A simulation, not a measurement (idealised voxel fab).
process module | voxel self aligned vias
cross-section cut | 205 nm wide | cells 5 nm
A cross-section is a grid of square cells, given in bands from the top down. A band is one or more rows of cells.
Each band's line starts with the height of the band's top and of its bottom, in nm. Then come its materials from left to right, each with its width in nm. One material with "throughout" fills the band from edge to edge. "air" is empty space.
Height 0 is the level under which the wafer as received is all one material. The lowest band goes on downwards, as in "0 down".
A width such as "30 to 40" changes by the same amount from each row of cells to the next, from the band's top row to its bottom row.
"no change" after a step means that no cell of the cross-section changed.
closed voids: empty space of 8 cells or more with no open way to the top, each as width x height at its distance from the left edge, in nm
after a step's settings: what the simulator itself notes on the step
overlay nm, on a step with a mask: how far to the right of its planned place the mask lay; to the left if negative
plan
1 op RECEIVE | material Si
2 op CONFORMAL_DEP | material SiO2 | thk nm 10
3 op CONFORMAL_DEP | material SiCN | thk nm 5
4 op DIRECTIONAL_DEP | material lowk | thk nm 30
5 op DIRECTIONAL_DEP | material aC | thk nm 10
6 op PATTERN | tone open | mask id LINES | material resist | width nm 25 | pitch nm 60 | thk nm 25 | overlay nm 0
7 op DIRECTIONAL_ETCH | etch materials aC | depth nm 10
8 op STRIP | etch materials resist
9 op DIRECTIONAL_ETCH | etch materials lowk | depth nm 30
10 op STRIP | etch materials aC
11 op CONFORMAL_DEP | material TiN | thk nm 5
12 op FILL_DEP | material W | thk nm 5
13 op CMP | height nm 45
14 op SELECTIVE_ETCH | etch materials W Ru TiN | depth nm 10
15 op FILL_DEP | material SiN | thk nm 10
16 op CMP | height nm 45
17 op DIRECTIONAL_DEP | material lowk | thk nm 15
18 op PATTERN | tone open | mask id VIAS | material resist | width nm 45 | pitch nm 60 | thk nm 15 | overlay nm 0
19 op DIRECTIONAL_ETCH | etch materials lowk | depth nm 15
20 op DIRECTIONAL_ETCH | etch materials SiN | depth nm 10
21 op STRIP | etch materials resist
22 op CONFORMAL_DEP | material TiN | thk nm 5
23 op FILL_DEP | material Ru | thk nm 10
24 op CMP | height nm 60
25 op CONFORMAL_DEP | material SiN | thk nm 5
as received, after step 1
  0 down: Si throughout
  closed voids: none
first wafer at the end, as planned
  65 to 60: SiN throughout
  60 to 50: lowk 50 | TiN 5 | Ru 35 | TiN 5 | lowk 15 | TiN 5 | Ru 35 | TiN 5 | lowk 50
  50 to 40: lowk 50 to 60 | TiN 15 to 5 | Ru 15 | TiN 15 to 5 | lowk 15 to 35 | TiN 15 to 5 | Ru 15 | TiN 15 to 5 | lowk 50 to 60
  40 to 35: lowk 60 | TiN 25 | lowk 35 | TiN 25 | lowk 60
  35 to 20: lowk 60 | TiN 5 | W 15 | TiN 5 | lowk 35 | TiN 5 | W 15 | TiN 5 | lowk 60
  20 to 15: lowk 60 | TiN 25 | lowk 35 | TiN 25 | lowk 60
  15 to 10: SiCN throughout
  10 to 0: SiO2 throughout
  0 down: Si throughout
  closed voids: none
second wafer at the end: like start, like plan, one mistake
  65 to 60: SiN throughout
  60 to 50: lowk 50 | TiN 5 | Ru 35 | TiN 5 | lowk 15 | TiN 5 | Ru 35 | TiN 5 | lowk 50
  50 to 45: lowk 50 | TiN 45 | lowk 15 | TiN 45 | lowk 50
  45 to 35: SiN 50 | TiN 10 | lowk 25 | TiN 10 | SiN 15 | TiN 10 | lowk 25 | TiN 10 | SiN 50
  35 to 20: W 55 | TiN 5 | lowk 25 | TiN 5 | W 25 | TiN 5 | lowk 25 | TiN 5 | W 55
  20 to 15: TiN 60 | lowk 25 | TiN 35 | lowk 25 | TiN 60
  15 to 10: SiCN throughout
  10 to 0: SiO2 throughout
  0 down: Si throughout
  closed voids: none
what went wrong: step 6 ran as: op PATTERN | tone cover | mask id LINES | material resist | width nm 25 | pitch nm 60 | thk nm 25 | overlay nm 0
at the end the second wafer has, in cells: 12 fewer of Ru | 46 more of SiN | 29 more of TiN | 63 more of W | 126 fewer of lowk
